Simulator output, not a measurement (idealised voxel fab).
process module | voxel spacer lines
cross-section cut | 285 nm wide | cells 5 nm
A cross-section is a grid of square cells, given in bands from the top down. A band is one or more rows of cells.
Each band's line starts with the height of the band's top and of its bottom, in nm. Then come its materials from left to right, each with its width in nm. One material with "throughout" fills the band from edge to edge. "air" is empty space.
Height 0 is the level under which the wafer as received is all one material. The lowest band goes on downwards, as in "0 down".
A width such as "30 to 40" changes by the same amount from each row of cells to the next, from the band's top row to its bottom row.
"no change" after a step means that no cell of the cross-section changed.
closed voids: empty space of 8 cells or more with no open way to the top, each as width x height at its distance from the left edge, in nm
after a step's settings: what the simulator itself notes on the step
overlay nm, on a step with a mask: how far to the right of its planned place the mask lay; to the left if negative
plan
1 op RECEIVE | material Si
2 op CONFORMAL_DEP | material Al2O3 | thk nm 10
3 op DIRECTIONAL_DEP | material W | thk nm 10
4 op DIRECTIONAL_DEP | material aC | thk nm 30
5 op PATTERN | tone cover | mask id MANDREL | material resist | width nm 25 | pitch nm 80 | thk nm 35 | overlay nm 0
6 op DIRECTIONAL_ETCH | etch materials aC | depth nm 30
7 op STRIP | etch materials resist
8 op CONFORMAL_DEP | material SiO2 | thk nm 15
9 op DIRECTIONAL_ETCH | etch materials SiO2 | depth nm 15
10 op STRIP | etch materials aC
11 op DIRECTIONAL_ETCH | etch materials W | depth nm 10
12 op STRIP | etch materials SiO2
as received, after step 1
  0 down: Si throughout
  closed voids: none
first wafer at the end, as planned
  20 to 10: air 75 | W 15 | air 25 | W 15 | air 25 | W 15 | air 25 | W 15 | air 75
  10 to 0: Al2O3 throughout
  0 down: Si throughout
  closed voids: none
second wafer at the end: like start, like plan, one mistake
  10 to 0: air 75 | W 15 | air 25 | W 15 | air 25 | W 15 | air 25 | W 15 | air 75
  0 down: Si throughout
  closed voids: none
what went wrong: step 2 was left out
at the end the second wafer has, in cells: 114 fewer of Al2O3
